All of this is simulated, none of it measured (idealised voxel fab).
process module | voxel wiring stack
cross-section cut | 220 nm wide | cells 5 nm
A cross-section is a grid of square cells, given in bands from the top down. A band is one or more rows of cells.
Each band's line starts with the height of the band's top and of its bottom, in nm. Then come its materials from left to right, each with its width in nm. One material with "throughout" fills the band from edge to edge. "air" is empty space.
Height 0 is the level under which the wafer as received is all one material. The lowest band goes on downwards, as in "0 down".
A width such as "30 to 40" changes by the same amount from each row of cells to the next, from the band's top row to its bottom row.
"no change" after a step means that no cell of the cross-section changed.
closed voids: empty space of 8 cells or more with no open way to the top, each as width x height at its distance from the left edge, in nm
after a step's settings: what the simulator itself notes on the step
overlay nm, on a step with a mask: how far to the right of its planned place the mask lay; to the left if negative
Each pair below shows a cross-section before one step and the cross-section after it, down to the lowest band that changed. The line under each pair gives the step between them, with its settings. The pairs can come from different runs of this module on the same starting wafer, so a pair continues from the pair above only where its "before" says so.
before
  0 down: Si throughout
  closed voids: none
after
  10 to 0: SiO2 throughout
  below 0: unchanged
  closed voids: none
the step between: op CONFORMAL_DEP | material SiO2 | thk nm 10
before: the cross-section after the pair above
after
  15 to 10: TiN throughout
  below 10: unchanged
  closed voids: none
the step between: op DIRECTIONAL_DEP | material TiN | thk nm 5
before: the cross-section after the pair above
after
  30 to 15: Ru throughout
  below 15: unchanged
  closed voids: none
the step between: op DIRECTIONAL_DEP | material Ru | thk nm 15
before: the cross-section after the pair above
after
  30 to 15: air 45 | Ru 30 | air 20 | Ru 30 | air 20 | Ru 30 | air 45
  below 15: unchanged
  closed voids: none
the step between: op MASKED_ETCH | tone cover | mask id METAL_1 | width nm 30 | pitch nm 50 | etch materials Ru | depth nm 15 | overlay nm 0
before: the cross-section after the pair above
after
  30 to 15: air 45 | Ru 30 | air 20 | Ru 30 | air 20 | Ru 30 | air 45
  15 to 10: air 45 | TiN 30 | air 20 | TiN 30 | air 20 | TiN 30 | air 45
  below 10: unchanged
  closed voids: none
the step between: op MASKED_ETCH | tone cover | mask id METAL_1 | width nm 30 | pitch nm 50 | etch materials TiN | depth nm 5 | overlay nm 0
before: the cross-section after the pair above
after
  35 to 30: lowk throughout
  30 to 15: lowk 45 | Ru 30 | lowk 20 | Ru 30 | lowk 20 | Ru 30 | lowk 45
  15 to 10: lowk 45 | TiN 30 | lowk 20 | TiN 30 | lowk 20 | TiN 30 | lowk 45
  below 10: unchanged
  closed voids: none
the step between: op FILL_DEP | material lowk | thk nm 5
before: the cross-section after the pair above
after
  30 to 15: lowk 45 | Ru 30 | lowk 20 | Ru 30 | lowk 20 | Ru 30 | lowk 45
  below 15: unchanged
  closed voids: none
the step between: op CMP | height nm 30
before: the cross-section after the pair above
after
  35 to 30: SiCN throughout
  below 30: unchanged
  closed voids: none
the step between: op CONFORMAL_DEP | material SiCN | thk nm 5
before: the cross-section after the pair above
after
  45 to 35: lowk throughout
  below 35: unchanged
  closed voids: none
the step between: op DIRECTIONAL_DEP | material lowk | thk nm 10
before: the cross-section after the pair above
after
  45 to 35: lowk 45 | air 15 | lowk 35 | air 15 | lowk 35 | air 15 | lowk 60
  below 35: unchanged
  closed voids: none
the step between: op MASKED_ETCH | tone open | mask id PLUG_1 | width nm 15 | pitch nm 50 | etch materials lowk | depth nm 10 | overlay nm 0
before: the cross-section after the pair above
after
  45 to 35: lowk 45 | air 15 | lowk 35 | air 15 | lowk 35 | air 15 | lowk 60
  35 to 30: SiCN 45 | air 15 | SiCN 35 | air 15 | SiCN 35 | air 15 | SiCN 60
  below 30: unchanged
  closed voids: none
the step between: op MASKED_ETCH | tone open | mask id PLUG_1 | width nm 15 | pitch nm 50 | etch materials SiCN | depth nm 5 | overlay nm 0
before: the cross-section after the pair above
after
  45 to 40: lowk 45 | air 15 | lowk 35 | air 15 | lowk 35 | air 15 | lowk 60
  40 to 35: lowk 45 | Ru 15 | lowk 35 | Ru 15 | lowk 35 | Ru 15 | lowk 60
  35 to 30: SiCN 45 | Ru 15 | SiCN 35 | Ru 15 | SiCN 35 | Ru 15 | SiCN 60
  below 30: unchanged
  closed voids: none
the step between: op EPI | material Ru | thk nm 10
before: the cross-section after the pair above
after
  45 to 35: lowk 45 | Ru 15 | lowk 35 | Ru 15 | lowk 35 | Ru 15 | lowk 60
  below 35: unchanged
  closed voids: none
the step between: op EPI | material Ru | thk nm 5
before: the cross-section after the pair above
after
  50 to 45: TiN throughout
  below 45: unchanged
  closed voids: none
the step between: op DIRECTIONAL_DEP | material TiN | thk nm 5
before: the cross-section after the pair above
after
  70 to 50: Ru throughout
  below 50: unchanged
  closed voids: none
the step between: op DIRECTIONAL_DEP | material Ru | thk nm 20
before: the cross-section after the pair above
after
  80 to 70: aC throughout
  below 70: unchanged
  closed voids: none
the step between: op DIRECTIONAL_DEP | material aC | thk nm 10
before: the cross-section after the pair above
after
  110 to 80: air 45 | resist 30 | air 20 | resist 30 | air 20 | resist 30 | air 45
  below 80: unchanged
  closed voids: none
the step between: op PATTERN | tone cover | mask id METAL_2 | material resist | width nm 30 | pitch nm 50 | thk nm 30 | overlay nm 0
before: the cross-section after the pair above
after
  100 to 80: air 45 | resist 30 | air 20 | resist 30 | air 20 | resist 30 | air 45
  80 to 70: air 45 | aC 30 | air 20 | aC 30 | air 20 | aC 30 | air 45
  below 70: unchanged
  closed voids: none
the step between: op DIRECTIONAL_ETCH | etch materials aC | depth nm 10
before: the cross-section after the pair above
after
  80 to 70: air 45 | aC 30 | air 20 | aC 30 | air 20 | aC 30 | air 45
  below 70: unchanged
  closed voids: none
the step between: op STRIP | etch materials resist
before: the cross-section after the pair above
after
  80 to 70: air 45 | aC 30 | air 20 | aC 30 | air 20 | aC 30 | air 45
  70 to 50: air 45 | Ru 30 | air 20 | Ru 30 | air 20 | Ru 30 | air 45
  below 50: unchanged
  closed voids: none
the step between: op DIRECTIONAL_ETCH | etch materials Ru | depth nm 20
before: the cross-section after the pair above
after
  80 to 70: air 45 | aC 30 | air 20 | aC 30 | air 20 | aC 30 | air 45
  70 to 50: air 45 | Ru 30 | air 20 | Ru 30 | air 20 | Ru 30 | air 45
  50 to 45: air 45 | TiN 30 | air 20 | TiN 30 | air 20 | TiN 30 | air 45
  below 45: unchanged
  closed voids: none
the step between: op DIRECTIONAL_ETCH | etch materials TiN | depth nm 5
before: the cross-section after the pair above
after
  70 to 50: air 45 | Ru 30 | air 20 | Ru 30 | air 20 | Ru 30 | air 45
  below 50: unchanged
  closed voids: none
the step between: op STRIP | etch materials aC
before: the cross-section after the pair above
after
  75 to 70: air 40 | SiN 40 | air 10 | SiN 40 | air 10 | SiN 40 | air 40
  70 to 50: air 40 | SiN 5 | Ru 30 | SiN 5 | air 10 | SiN 5 | Ru 30 | SiN 5 | air 10 | SiN 5 | Ru 30 | SiN 5 | air 40
  50 to 45: SiN 45 | TiN 30 | SiN 20 | TiN 30 | SiN 20 | TiN 30 | SiN 45
  below 45: unchanged
  closed voids: none
the step between: op CONFORMAL_DEP | material SiN | thk nm 5
before: the cross-section after the pair above
after
  80 to 75: SiO2 throughout
  75 to 70: SiO2 40 | SiN 40 | SiO2 10 | SiN 40 | SiO2 10 | SiN 40 | SiO2 40
  70 to 50: SiO2 40 | SiN 5 | Ru 30 | SiN 5 | SiO2 10 | SiN 5 | Ru 30 | SiN 5 | SiO2 10 | SiN 5 | Ru 30 | SiN 5 | SiO2 40
  below 50: unchanged
  closed voids: none
the step between: op FILL_DEP | material SiO2 | thk nm 5
before: the cross-section after the pair above
after
  70 to 50: SiO2 40 | SiN 5 | Ru 30 | SiN 5 | SiO2 10 | SiN 5 | Ru 30 | SiN 5 | SiO2 10 | SiN 5 | Ru 30 | SiN 5 | SiO2 40
  below 50: unchanged
  closed voids: none
the step between: op CMP | height nm 70
before: the cross-section after the pair above
after
  75 to 70: SiCN throughout
  below 70: unchanged
  closed voids: none
the step between: op CONFORMAL_DEP | material SiCN | thk nm 5
before: the cross-section after the pair above
after
  95 to 75: lowk throughout
  below 75: unchanged
  closed voids: none
the step between: op DIRECTIONAL_DEP | material lowk | thk nm 20
before: the cross-section after the pair above
after
  115 to 95: resist 45 | air 15 | resist 35 | air 15 | resist 35 | air 15 | resist 60
  below 95: unchanged
  closed voids: none
the step between: op PATTERN | tone open | mask id PLUG_2 | material resist | width nm 15 | pitch nm 50 | thk nm 20 | overlay nm 0
before: the cross-section after the pair above
after
  115 to 95: resist 45 | air 15 | resist 35 | air 15 | resist 35 | air 15 | resist 60
  95 to 75: lowk 45 | air 15 | lowk 35 | air 15 | lowk 35 | air 15 | lowk 60
  below 75: unchanged
  closed voids: none
the step between: op DIRECTIONAL_ETCH | etch materials lowk | depth nm 20
before: the cross-section after the pair above
after
  115 to 95: resist 45 | air 15 | resist 35 | air 15 | resist 35 | air 15 | resist 60
  95 to 75: lowk 45 | air 15 | lowk 35 | air 15 | lowk 35 | air 15 | lowk 60
  75 to 70: SiCN 45 | air 15 | SiCN 35 | air 15 | SiCN 35 | air 15 | SiCN 60
  below 70: unchanged
  closed voids: none
the step between: op DIRECTIONAL_ETCH | etch materials SiCN | depth nm 5
before: the cross-section after the pair above
after
  95 to 75: lowk 45 | air 15 | lowk 35 | air 15 | lowk 35 | air 15 | lowk 60
  below 75: unchanged
  closed voids: none
the step between: op STRIP | etch materials resist
before: the cross-section after the pair above
after
  95 to 80: lowk 45 | air 15 | lowk 35 | air 15 | lowk 35 | air 15 | lowk 60
  80 to 75: lowk 45 | Ru 15 | lowk 35 | Ru 15 | lowk 35 | Ru 15 | lowk 60
  75 to 70: SiCN 45 | Ru 15 | SiCN 35 | Ru 15 | SiCN 35 | Ru 15 | SiCN 60
  below 70: unchanged
  closed voids: none
the step between: op EPI | material Ru | thk nm 10
before: the cross-section after the pair above
after
  95 to 90: lowk 45 | air 15 | lowk 35 | air 15 | lowk 35 | air 15 | lowk 60
  90 to 75: lowk 45 | Ru 15 | lowk 35 | Ru 15 | lowk 35 | Ru 15 | lowk 60
  below 75: unchanged
  closed voids: none
the step between: op EPI | material Ru | thk nm 10
before: the cross-section after the pair above
after
  95 to 75: lowk 45 | Ru 15 | lowk 35 | Ru 15 | lowk 35 | Ru 15 | lowk 60
  below 75: unchanged
  closed voids: none
the step between: op EPI | material Ru | thk nm 5
before: the cross-section after the pair above
after
  100 to 95: SiCN throughout
  below 95: unchanged
  closed voids: none
the step between: op CONFORMAL_DEP | material SiCN | thk nm 5
before: the cross-section after the pair above
after
  125 to 100: lowk throughout
  below 100: unchanged
  closed voids: none
the step between: op DIRECTIONAL_DEP | material lowk | thk nm 25
before: the cross-section after the pair above
after
  125 to 100: lowk 45 | air 30 | lowk 20 | air 30 | lowk 20 | air 30 | lowk 45
  below 100: unchanged
  closed voids: none
the step between: op MASKED_ETCH | tone open | mask id METAL_3 | width nm 30 | pitch nm 50 | etch materials lowk | depth nm 25 | overlay nm 0
before: the cross-section after the pair above
after
  125 to 100: lowk 45 | air 30 | lowk 20 | air 30 | lowk 20 | air 30 | lowk 45
  100 to 95: SiCN 45 | air 30 | SiCN 20 | air 30 | SiCN 20 | air 30 | SiCN 45
  below 95: unchanged
  closed voids: none
the step between: op MASKED_ETCH | tone open | mask id METAL_3 | width nm 30 | pitch nm 50 | etch materials SiCN | depth nm 5 | overlay nm 0
before: the cross-section after the pair above
after
  130 to 125: TiN 50 | air 20 | TiN 30 | air 20 | TiN 30 | air 20 | TiN 50
  125 to 100: lowk 45 | TiN 5 | air 20 | TiN 5 | lowk 20 | TiN 5 | air 20 | TiN 5 | lowk 20 | TiN 5 | air 20 | TiN 5 | lowk 45
  100 to 95: SiCN 45 | TiN 30 | SiCN 20 | TiN 30 | SiCN 20 | TiN 30 | SiCN 45
  below 95: unchanged
  closed voids: none
the step between: op CONFORMAL_DEP | material TiN | thk nm 5
before: the cross-section after the pair above
after
  135 to 130: W throughout
  130 to 125: TiN 50 | W 20 | TiN 30 | W 20 | TiN 30 | W 20 | TiN 50
  125 to 100: lowk 45 | TiN 5 | W 20 | TiN 5 | lowk 20 | TiN 5 | W 20 | TiN 5 | lowk 20 | TiN 5 | W 20 | TiN 5 | lowk 45
  below 100: unchanged
  closed voids: none
the step between: op FILL_DEP | material W | thk nm 5
before: the cross-section after the pair above
after
  125 to 100: lowk 45 | TiN 5 | W 20 | TiN 5 | lowk 20 | TiN 5 | W 20 | TiN 5 | lowk 20 | TiN 5 | W 20 | TiN 5 | lowk 45
  below 100: unchanged
  closed voids: none
the step between: op CMP | height nm 125
before: the cross-section after the pair above
after
  130 to 125: air 40 | Ru 40 | air 10 | Ru 40 | air 10 | Ru 40 | air 40
  below 125: unchanged
  closed voids: none
the step between: op EPI | material Ru | thk nm 5
before: the cross-section after the pair above
after
  135 to 130: SiCN throughout
  130 to 125: SiCN 40 | Ru 40 | SiCN 10 | Ru 40 | SiCN 10 | Ru 40 | SiCN 40
  below 125: unchanged
  closed voids: none
the step between: op FILL_DEP | material SiCN | thk nm 5
before
  35 to 30: SiCN throughout
  30 to 15: lowk 45 | Ru 30 | lowk 20 | Ru 30 | lowk 20 | Ru 30 | lowk 45
  15 to 10: lowk 45 | TiN 30 | lowk 20 | TiN 30 | lowk 20 | TiN 30 | lowk 45
  10 to 0: SiO2 throughout
  0 down: Si throughout
  closed voids: none
after
  35 to 30: SiCN 45 | air 15 | SiCN 35 | air 15 | SiCN 35 | air 15 | SiCN 60
  below 30: unchanged
  closed voids: none
the step between: op MASKED_ETCH | tone open | mask id PLUG_1 | width nm 15 | pitch nm 50 | etch materials SiCN | depth nm 5 | overlay nm 0
before: the cross-section after the pair above
after
  40 to 35: air 40 | Ru 25 | air 25 | Ru 25 | air 25 | Ru 25 | air 55
  35 to 30: SiCN 45 | Ru 15 | SiCN 35 | Ru 15 | SiCN 35 | Ru 15 | SiCN 60
  below 30: unchanged
  closed voids: none
the step between: op EPI | material Ru | thk nm 10
before: the cross-section after the pair above
after
  45 to 35: air 35 | Ru 35 | air 15 | Ru 35 | air 15 | Ru 35 | air 50
  below 35: unchanged
  closed voids: none
the step between: op EPI | material Ru | thk nm 5
before: the cross-section after the pair above
after
  50 to 45: air 35 | TiN 35 | air 15 | TiN 35 | air 15 | TiN 35 | air 50
  45 to 40: air 35 | Ru 35 | air 15 | Ru 35 | air 15 | Ru 35 | air 50
  40 to 35: TiN 35 | Ru 35 | TiN 15 | Ru 35 | TiN 15 | Ru 35 | TiN 50
  below 35: unchanged
  closed voids: none
the step between: op DIRECTIONAL_DEP | material TiN | thk nm 5
before: the cross-section after the pair above
after
  70 to 60: air 35 | Ru 35 | air 15 | Ru 35 | air 15 | Ru 35 | air 50
  60 to 50: Ru throughout
  50 to 45: Ru 35 | TiN 35 | Ru 15 | TiN 35 | Ru 15 | TiN 35 | Ru 50
  45 to 40: Ru throughout
  below 40: unchanged
  closed voids: none
the step between: op DIRECTIONAL_DEP | material Ru | thk nm 20
before: the cross-section after the pair above
after
  80 to 70: air 35 | aC 35 | air 15 | aC 35 | air 15 | aC 35 | air 50
  70 to 60: aC 35 | Ru 35 | aC 15 | Ru 35 | aC 15 | Ru 35 | aC 50
  below 60: unchanged
  closed voids: none
the step between: op DIRECTIONAL_DEP | material aC | thk nm 10
before: the cross-section after the pair above
after
  110 to 80: air 45 | resist 30 | air 20 | resist 30 | air 20 | resist 30 | air 45
  80 to 70: air 35 | aC 35 | resist 5 | air 10 | aC 35 | resist 5 | air 10 | aC 35 | resist 5 | air 45
  below 70: unchanged
  closed voids: none
the step between: op PATTERN | tone cover | mask id METAL_2 | material resist | width nm 30 | pitch nm 50 | thk nm 30 | overlay nm 0
before: the cross-section after the pair above
after
  100 to 80: air 45 | resist 30 | air 20 | resist 30 | air 20 | resist 30 | air 45
  80 to 70: air 45 | aC 25 | resist 5 | air 20 | aC 25 | resist 5 | air 20 | aC 25 | resist 5 | air 45
  70 to 60: air 35 | Ru 35 | aC 5 | air 10 | Ru 35 | aC 5 | air 10 | Ru 35 | aC 5 | air 45
  below 60: unchanged
  closed voids: none
the step between: op DIRECTIONAL_ETCH | etch materials aC | depth nm 10
before: the cross-section after the pair above
after
  80 to 70: air 45 | aC 25 | air 25 | aC 25 | air 25 | aC 25 | air 50
  below 70: unchanged
  closed voids: none
the step between: op STRIP | etch materials resist
before: the cross-section after the pair above
after
  80 to 70: air 45 | aC 25 | air 25 | aC 25 | air 25 | aC 25 | air 50
  70 to 60: air 45 | Ru 25 | aC 5 | air 20 | Ru 25 | aC 5 | air 20 | Ru 25 | aC 5 | air 45
  60 to 50: air 45 | Ru 30 | air 20 | Ru 30 | air 20 | Ru 30 | air 45
  50 to 45: air 35 | TiN 35 | Ru 5 | air 10 | TiN 35 | Ru 5 | air 10 | TiN 35 | Ru 5 | air 45
  45 to 40: air 35 | Ru 40 | air 10 | Ru 40 | air 10 | Ru 40 | air 45
  below 40: unchanged
  closed voids: none
the step between: op DIRECTIONAL_ETCH | etch materials Ru | depth nm 20
before: the cross-section after the pair above
after
  80 to 70: air 45 | aC 25 | air 25 | aC 25 | air 25 | aC 25 | air 50
  70 to 60: air 45 | Ru 25 | aC 5 | air 20 | Ru 25 | aC 5 | air 20 | Ru 25 | aC 5 | air 45
  60 to 50: air 45 | Ru 30 | air 20 | Ru 30 | air 20 | Ru 30 | air 45
  50 to 45: air 45 | TiN 25 | Ru 5 | air 20 | TiN 25 | Ru 5 | air 20 | TiN 25 | Ru 5 | air 45
  45 to 40: air 35 | Ru 40 | air 10 | Ru 40 | air 10 | Ru 40 | air 45
  40 to 35: air 35 | Ru 35 | TiN 5 | air 10 | Ru 35 | TiN 5 | air 10 | Ru 35 | TiN 5 | air 45
  below 35: unchanged
  closed voids: none
the step between: op DIRECTIONAL_ETCH | etch materials TiN | depth nm 5
before: the cross-section after the pair above
after
  70 to 60: air 45 | Ru 25 | air 25 | Ru 25 | air 25 | Ru 25 | air 50
  below 60: unchanged
  closed voids: none
the step between: op STRIP | etch materials aC
before: the cross-section after the pair above
after
  75 to 70: air 40 | SiN 35 | air 15 | SiN 35 | air 15 | SiN 35 | air 45
  70 to 60: air 40 | SiN 5 | Ru 25 | SiN 5 to 10 | air 15 to 10 | SiN 5 | Ru 25 | SiN 5 to 10 | air 15 to 10 | SiN 5 | Ru 25 | SiN 5 to 10 | air 45 to 40
  60 to 50: air 40 | SiN 5 | Ru 30 | SiN 5 | air 10 | SiN 5 | Ru 30 | SiN 5 | air 10 | SiN 5 | Ru 30 | SiN 5 | air 40
  50 to 45: air 30 | SiN 15 | TiN 25 | Ru 5 | SiN 20 | TiN 25 | Ru 5 | SiN 20 | TiN 25 | Ru 5 | SiN 5 | air 40
  45 to 40: air 30 | SiN 5 | Ru 40 | SiN 10 | Ru 40 | SiN 10 | Ru 40 | SiN 5 | air 40
  40 to 35: SiN 35 | Ru 35 | TiN 5 | SiN 10 | Ru 35 | TiN 5 | SiN 10 | Ru 35 | TiN 5 | SiN 45
  below 35: unchanged
  closed voids: none
the step between: op CONFORMAL_DEP | material SiN | thk nm 5
before: the cross-section after the pair above
after
  80 to 75: SiO2 throughout
  75 to 70: SiO2 40 | SiN 35 | SiO2 15 | SiN 35 | SiO2 15 | SiN 35 | SiO2 45
  70 to 60: SiO2 40 | SiN 5 | Ru 25 | SiN 5 to 10 | SiO2 15 to 10 | SiN 5 | Ru 25 | SiN 5 to 10 | SiO2 15 to 10 | SiN 5 | Ru 25 | SiN 5 to 10 | SiO2 45 to 40
  60 to 50: SiO2 40 | SiN 5 | Ru 30 | SiN 5 | SiO2 10 | SiN 5 | Ru 30 | SiN 5 | SiO2 10 | SiN 5 | Ru 30 | SiN 5 | SiO2 40
  50 to 45: SiO2 30 | SiN 15 | TiN 25 | Ru 5 | SiN 20 | TiN 25 | Ru 5 | SiN 20 | TiN 25 | Ru 5 | SiN 5 | SiO2 40
  45 to 40: SiO2 30 | SiN 5 | Ru 40 | SiN 10 | Ru 40 | SiN 10 | Ru 40 | SiN 5 | SiO2 40
  below 40: unchanged
  closed voids: none
the step between: op FILL_DEP | material SiO2 | thk nm 5
before: the cross-section after the pair above
after
  70 to 60: SiO2 40 | SiN 5 | Ru 25 | SiN 5 to 10 | SiO2 15 to 10 | SiN 5 | Ru 25 | SiN 5 to 10 | SiO2 15 to 10 | SiN 5 | Ru 25 | SiN 5 to 10 | SiO2 45 to 40
  below 60: unchanged
  closed voids: none
the step between: op CMP | height nm 70
before: the cross-section after the pair above
after
  75 to 70: SiCN throughout
  below 70: unchanged
  closed voids: none
the step between: op CONFORMAL_DEP | material SiCN | thk nm 5
before: the cross-section after the pair above
after
  95 to 75: lowk throughout
  below 75: unchanged
  closed voids: none
the step between: op DIRECTIONAL_DEP | material lowk | thk nm 20
before: the cross-section after the pair above
after
  115 to 95: resist 45 | air 15 | resist 35 | air 15 | resist 35 | air 15 | resist 60
  below 95: unchanged
  closed voids: none
the step between: op PATTERN | tone open | mask id PLUG_2 | material resist | width nm 15 | pitch nm 50 | thk nm 20 | overlay nm 0
before: the cross-section after the pair above
after
  115 to 95: resist 45 | air 15 | resist 35 | air 15 | resist 35 | air 15 | resist 60
  95 to 75: lowk 45 | air 15 | lowk 35 | air 15 | lowk 35 | air 15 | lowk 60
  below 75: unchanged
  closed voids: none
the step between: op DIRECTIONAL_ETCH | etch materials lowk | depth nm 20
before: the cross-section after the pair above
after
  115 to 95: resist 45 | air 15 | resist 35 | air 15 | resist 35 | air 15 | resist 60
  95 to 75: lowk 45 | air 15 | lowk 35 | air 15 | lowk 35 | air 15 | lowk 60
  75 to 70: SiCN 45 | air 15 | SiCN 35 | air 15 | SiCN 35 | air 15 | SiCN 60
  below 70: unchanged
  closed voids: none
the step between: op DIRECTIONAL_ETCH | etch materials SiCN | depth nm 5
before: the cross-section after the pair above
after
  95 to 75: lowk 45 | air 15 | lowk 35 | air 15 | lowk 35 | air 15 | lowk 60
  below 75: unchanged
  closed voids: none
the step between: op STRIP | etch materials resist
before: the cross-section after the pair above
after
  95 to 80: lowk 45 | air 15 | lowk 35 | air 15 | lowk 35 | air 15 | lowk 60
  80 to 75: lowk 45 | Ru 15 | lowk 35 | Ru 15 | lowk 35 | Ru 15 | lowk 60
  75 to 70: SiCN 45 | Ru 15 | SiCN 35 | Ru 15 | SiCN 35 | Ru 15 | SiCN 60
  below 70: unchanged
  closed voids: none
the step between: op EPI | material Ru | thk nm 10
before: the cross-section after the pair above
after
  95 to 90: lowk 45 | air 15 | lowk 35 | air 15 | lowk 35 | air 15 | lowk 60
  90 to 75: lowk 45 | Ru 15 | lowk 35 | Ru 15 | lowk 35 | Ru 15 | lowk 60
  below 75: unchanged
  closed voids: none
the step between: op EPI | material Ru | thk nm 10
before: the cross-section after the pair above
after
  95 to 75: lowk 45 | Ru 15 | lowk 35 | Ru 15 | lowk 35 | Ru 15 | lowk 60
  below 75: unchanged
  closed voids: none
the step between: op EPI | material Ru | thk nm 5
before: the cross-section after the pair above
after
  100 to 95: SiCN throughout
  below 95: unchanged
  closed voids: none
the step between: op CONFORMAL_DEP | material SiCN | thk nm 5
before: the cross-section after the pair above
after
  125 to 100: lowk throughout
  below 100: unchanged
  closed voids: none
the step between: op DIRECTIONAL_DEP | material lowk | thk nm 25
before: the cross-section after the pair above
after
  125 to 100: lowk 45 | air 30 | lowk 20 | air 30 | lowk 20 | air 30 | lowk 45
  below 100: unchanged
  closed voids: none
the step between: op MASKED_ETCH | tone open | mask id METAL_3 | width nm 30 | pitch nm 50 | etch materials lowk | depth nm 25 | overlay nm 0
before: the cross-section after the pair above
after
  125 to 100: lowk 45 | air 30 | lowk 20 | air 30 | lowk 20 | air 30 | lowk 45
  100 to 95: SiCN 45 | air 30 | SiCN 20 | air 30 | SiCN 20 | air 30 | SiCN 45
  below 95: unchanged
  closed voids: none
the step between: op MASKED_ETCH | tone open | mask id METAL_3 | width nm 30 | pitch nm 50 | etch materials SiCN | depth nm 5 | overlay nm 0
before: the cross-section after the pair above
after
  130 to 125: TiN 50 | air 20 | TiN 30 | air 20 | TiN 30 | air 20 | TiN 50
  125 to 100: lowk 45 | TiN 5 | air 20 | TiN 5 | lowk 20 | TiN 5 | air 20 | TiN 5 | lowk 20 | TiN 5 | air 20 | TiN 5 | lowk 45
  100 to 95: SiCN 45 | TiN 30 | SiCN 20 | TiN 30 | SiCN 20 | TiN 30 | SiCN 45
  below 95: unchanged
  closed voids: none
the step between: op CONFORMAL_DEP | material TiN | thk nm 5
before: the cross-section after the pair above
after
  135 to 130: W throughout
  130 to 125: TiN 50 | W 20 | TiN 30 | W 20 | TiN 30 | W 20 | TiN 50
  125 to 100: lowk 45 | TiN 5 | W 20 | TiN 5 | lowk 20 | TiN 5 | W 20 | TiN 5 | lowk 20 | TiN 5 | W 20 | TiN 5 | lowk 45
  below 100: unchanged
  closed voids: none
the step between: op FILL_DEP | material W | thk nm 5
before: the cross-section after the pair above
after
  125 to 100: lowk 45 | TiN 5 | W 20 | TiN 5 | lowk 20 | TiN 5 | W 20 | TiN 5 | lowk 20 | TiN 5 | W 20 | TiN 5 | lowk 45
  below 100: unchanged
  closed voids: none
the step between: op CMP | height nm 125
before: the cross-section after the pair above
after
  130 to 125: air 40 | Ru 40 | air 10 | Ru 40 | air 10 | Ru 40 | air 40
  below 125: unchanged
  closed voids: none
the step between: op EPI | material Ru | thk nm 5
before: the cross-section after the pair above
after
  135 to 130: SiCN throughout
  130 to 125: SiCN 40 | Ru 40 | SiCN 10 | Ru 40 | SiCN 10 | Ru 40 | SiCN 40
  below 125: unchanged
  closed voids: none
the step between: op FILL_DEP | material SiCN | thk nm 5
before
  95 to 90: lowk 45 | air 15 | lowk 35 | air 15 | lowk 35 | air 15 | lowk 60
  90 to 75: lowk 45 | Ru 15 | lowk 35 | Ru 15 | lowk 35 | Ru 15 | lowk 60
  75 to 70: SiCN 45 | Ru 15 | SiCN 35 | Ru 15 | SiCN 35 | Ru 15 | SiCN 60
  70 to 50: SiO2 40 | SiN 5 | Ru 30 | SiN 5 | SiO2 10 | SiN 5 | Ru 30 | SiN 5 | SiO2 10 | SiN 5 | Ru 30 | SiN 5 | SiO2 40
  50 to 45: SiN 45 | TiN 30 | SiN 20 | TiN 30 | SiN 20 | TiN 30 | SiN 45
  45 to 35: lowk 45 | Ru 15 | lowk 35 | Ru 15 | lowk 35 | Ru 15 | lowk 60
  35 to 30: SiCN 45 | Ru 15 | SiCN 35 | Ru 15 | SiCN 35 | Ru 15 | SiCN 60
  30 to 15: lowk 45 | Ru 30 | lowk 20 | Ru 30 | lowk 20 | Ru 30 | lowk 45
  15 to 10: lowk 45 | TiN 30 | lowk 20 | TiN 30 | lowk 20 | TiN 30 | lowk 45
  10 to 0: SiO2 throughout
  0 down: Si throughout
  closed voids: none
after
  100 to 95: air 40 | Ru 25 | air 25 | Ru 25 | air 25 | Ru 25 | air 55
  95 to 75: lowk 45 | Ru 15 | lowk 35 | Ru 15 | lowk 35 | Ru 15 | lowk 60
  below 75: unchanged
  closed voids: none
the step between: op EPI | material Ru | thk nm 10
before: the cross-section after the pair above
after
  105 to 95: air 35 | Ru 35 | air 15 | Ru 35 | air 15 | Ru 35 | air 50
  below 95: unchanged
  closed voids: none
the step between: op EPI | material Ru | thk nm 5
before: the cross-section after the pair above
after
  110 to 105: air 30 | SiCN 45 | air 5 | SiCN 45 | air 5 | SiCN 45 | air 45
  105 to 100: air 30 | SiCN 5 | Ru 35 | SiCN 5 | air 5 | SiCN 5 | Ru 35 | SiCN 5 | air 5 | SiCN 5 | Ru 35 | SiCN 5 | air 45
  100 to 95: SiCN 35 | Ru 35 | SiCN 15 | Ru 35 | SiCN 15 | Ru 35 | SiCN 50
  below 95: unchanged
  closed voids: none
the step between: op CONFORMAL_DEP | material SiCN | thk nm 5
before: the cross-section after the pair above
after
  135 to 125: air 30 | lowk 45 | air 5 | lowk 45 | air 5 | lowk 45 | air 45
  125 to 110: lowk throughout
  110 to 105: lowk 30 | SiCN 45 | lowk 5 | SiCN 45 | lowk 5 | SiCN 45 | lowk 45
  105 to 100: lowk 30 | SiCN 5 | Ru 35 | SiCN 5 | lowk 5 | SiCN 5 | Ru 35 | SiCN 5 | lowk 5 | SiCN 5 | Ru 35 | SiCN 5 | lowk 45
  below 100: unchanged
  closed voids: none
the step between: op DIRECTIONAL_DEP | material lowk | thk nm 25
before: the cross-section after the pair above
after
  135 to 125: air 30 | lowk 15 | air 35 | lowk 15 | air 35 | lowk 15 | air 75
  125 to 110: lowk 45 | air 30 | lowk 20 | air 30 | lowk 20 | air 30 | lowk 45
  below 110: unchanged
  closed voids: none
the step between: op MASKED_ETCH | tone open | mask id METAL_3 | width nm 30 | pitch nm 50 | etch materials lowk | depth nm 25 | overlay nm 0
before: the cross-section after the pair above
after
  135 to 125: air 30 | lowk 15 | air 35 | lowk 15 | air 35 | lowk 15 | air 75
  125 to 110: lowk 45 | air 30 | lowk 20 | air 30 | lowk 20 | air 30 | lowk 45
  110 to 105: lowk 30 | SiCN 15 | air 30 | lowk 5 | SiCN 15 | air 30 | lowk 5 | SiCN 15 | air 30 | lowk 45
  below 105: unchanged
  closed voids: none
the step between: op MASKED_ETCH | tone open | mask id METAL_3 | width nm 30 | pitch nm 50 | etch materials SiCN | depth nm 5 | overlay nm 0
before: the cross-section after the pair above
after
  140 to 135: air 25 | TiN 25 | air 25 | TiN 25 | air 25 | TiN 25 | air 70
  135 to 130: air 25 | TiN 5 | lowk 15 | TiN 5 | air 25 | TiN 5 | lowk 15 | TiN 5 | air 25 | TiN 5 | lowk 15 | TiN 5 | air 70
  130 to 125: TiN 30 | lowk 15 | TiN 5 | air 20 | TiN 10 | lowk 15 | TiN 5 | air 20 | TiN 10 | lowk 15 | TiN 5 | air 20 | TiN 50
  125 to 110: lowk 45 | TiN 5 | air 20 | TiN 5 | lowk 20 | TiN 5 | air 20 | TiN 5 | lowk 20 | TiN 5 | air 20 | TiN 5 | lowk 45
  110 to 105: lowk 30 | SiCN 15 | TiN 30 | lowk 5 | SiCN 15 | TiN 30 | lowk 5 | SiCN 15 | TiN 30 | lowk 45
  below 105: unchanged
  closed voids: none
the step between: op CONFORMAL_DEP | material TiN | thk nm 5
